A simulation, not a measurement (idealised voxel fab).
process module | voxel released beams
cross-section cut | 170 nm wide | cells 5 nm
A cross-section is a grid of square cells, given in bands from the top down. A band is one or more rows of cells.
Each band's line starts with the height of the band's top and of its bottom, in nm. Then come its materials from left to right, each with its width in nm. One material with "throughout" fills the band from edge to edge. "air" is empty space.
Height 0 is the level under which the wafer as received is all one material. The lowest band goes on downwards, as in "0 down".
A width such as "30 to 40" changes by the same amount from each row of cells to the next, from the band's top row to its bottom row.
"no change" after a step means that no cell of the cross-section changed.
closed voids: empty space of 8 cells or more with no open way to the top, each as width x height at its distance from the left edge, in nm
after a step's settings: what the simulator itself notes on the step
overlay nm, on a step with a mask: how far to the right of its planned place the mask lay; to the left if negative
plan
1 op RECEIVE | material Si
2 op CONFORMAL_DEP | material SiN | thk nm 5
3 op DIRECTIONAL_DEP | material SiO2 | thk nm 10
4 op DIRECTIONAL_DEP | material aC | thk nm 10
5 op PATTERN | tone open | mask id ANCHOR | material resist | width nm 25 | thk nm 25 | overlay nm 0
6 op DIRECTIONAL_ETCH | etch materials aC | depth nm 10
7 op STRIP | etch materials resist
8 op DIRECTIONAL_ETCH | etch materials SiO2 | depth nm 10
9 op STRIP | etch materials aC
10 op CONFORMAL_DEP | material TiN | thk nm 10
11 op DIRECTIONAL_DEP | material aC | thk nm 15
12 op PATTERN | tone cover | mask id BEAM | material resist | width nm 85 | thk nm 35 | overlay nm 0
13 op DIRECTIONAL_ETCH | etch materials aC | depth nm 15
14 op STRIP | etch materials resist
15 op DIRECTIONAL_ETCH | etch materials TiN | depth nm 10
16 op STRIP | etch materials aC
17 op STRIP | etch materials SiO2
as received, after step 1
  0 down: Si throughout
  closed voids: none
a wafer at the end: this start, this plan, one mistake
  30 to 20: air 40 | TiN 85 | air 45
  20 to 15: TiN throughout
  15 to 5: SiO2 45 | TiN 25 | SiO2 100
  5 to 0: SiN throughout
  0 down: Si throughout
  closed voids: none
what went wrong: step 10 ran as: op CONFORMAL_DEP | material TiN | thk nm 15
